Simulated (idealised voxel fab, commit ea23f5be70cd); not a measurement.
process module | voxel gate over fins
cross-section cut | 150 nm wide | cells 5 nm
A cross-section is a grid of square cells, given in bands from the top down. A band is one or more rows of cells.
Each band's line starts with the height of the band's top and of its bottom, in nm. Then come its materials from left to right, each with its width in nm. One material with "throughout" fills the band from edge to edge. "air" is empty space.
Height 0 is the level under which the wafer as received is all one material. The lowest band goes on downwards, as in "0 down".
A width such as "30 to 40" changes by the same amount from each row of cells to the next, from the band's top row to its bottom row.
"no change" after a step means that no cell of the cross-section changed.
closed voids: empty space of 8 cells or more with no open way to the top, each as width x height at its distance from the left edge, in nm
after a step's settings: what the simulator itself notes on the step
overlay nm, on a step with a mask: how far to the right of its planned place the mask lay; to the left if negative
plan
1 op RECEIVE | material Si
2 op CONFORMAL_DEP | material SiN | thk nm 10
3 op DIRECTIONAL_DEP | material aC | thk nm 5
4 op PATTERN | tone cover | mask id FINS | material resist | width nm 15 | pitch nm 35 | thk nm 25 | overlay nm 0
5 op DIRECTIONAL_ETCH | etch materials aC | depth nm 10
6 op STRIP | etch materials resist
7 op DIRECTIONAL_ETCH | etch materials SiN | depth nm 10
8 op DIRECTIONAL_ETCH | etch materials Si | depth nm 35
9 op STRIP | etch materials aC
10 op FILL_DEP | material SiO2 | thk nm 10
11 op CMP | height nm 10
12 op SELECTIVE_ETCH | etch materials SiO2 | depth nm 20
13 op STRIP | etch materials SiN
14 op CONFORMAL_DEP | material HfO2 | thk nm 5
15 op CONFORMAL_DEP | material TiN | thk nm 5
16 op FILL_DEP | material W | thk nm 15
17 op CMP | height nm 20
18 op CONFORMAL_DEP | material SiCN | thk nm 5
varied across the wafers: thk nm of step 3. The plan shows the first wafer's value. All wafers start alike
first wafer as received, after step 1
  0 down: Si throughout
  closed voids: none
first wafer at the end, after step 18
  25 to 20: SiCN throughout
  20 to 10: W throughout
  10 to 5: W 5 | TiN 140 | W 5
  5 to 0: W 5 | TiN 5 | HfO2 25 | TiN 10 | HfO2 25 | TiN 10 | HfO2 25 | TiN 10 | HfO2 25 | TiN 5 | W 5
  0 to -5: TiN 10 | HfO2 5 | Si 15 | HfO2 5 | TiN 10 | HfO2 5 | Si 15 | HfO2 5 | TiN 10 | HfO2 5 | Si 15 | HfO2 5 | TiN 10 | HfO2 5 | Si 15 | HfO2 5 | TiN 10
  -5 to -10: HfO2 15 | Si 15 | HfO2 20 | Si 15 | HfO2 20 | Si 15 | HfO2 20 | Si 15 | HfO2 15
  -10 to -35: SiO2 15 | Si 15 | SiO2 20 | Si 15 | SiO2 20 | Si 15 | SiO2 20 | Si 15 | SiO2 15
  -35 down: Si throughout
  closed voids: none
last wafer at the end
  25 to 20: SiCN throughout
  20 to 10: W throughout
  10 to 5: TiN throughout
  5 to 0: HfO2 throughout
  0 down: Si throughout
  closed voids: none
each wafer at the end: cells of each material gained (+) or lost (-) since it was received, then its closed voids
thk nm 5 | +46 HfO2 | -126 Si | +30 SiCN | +90 SiO2 | +46 TiN | +64 W | closed voids: none
thk nm 10 | +46 HfO2 | -126 Si | +30 SiCN | +90 SiO2 | +46 TiN | +64 W | closed voids: none
thk nm 15 | +30 HfO2 | +30 SiCN | +30 TiN | +60 W | closed voids: none
thk nm 20 | +30 HfO2 | +30 SiCN | +30 TiN | +60 W | closed voids: none
thk nm 25 | +30 HfO2 | +30 SiCN | +30 TiN | +60 W | closed voids: none
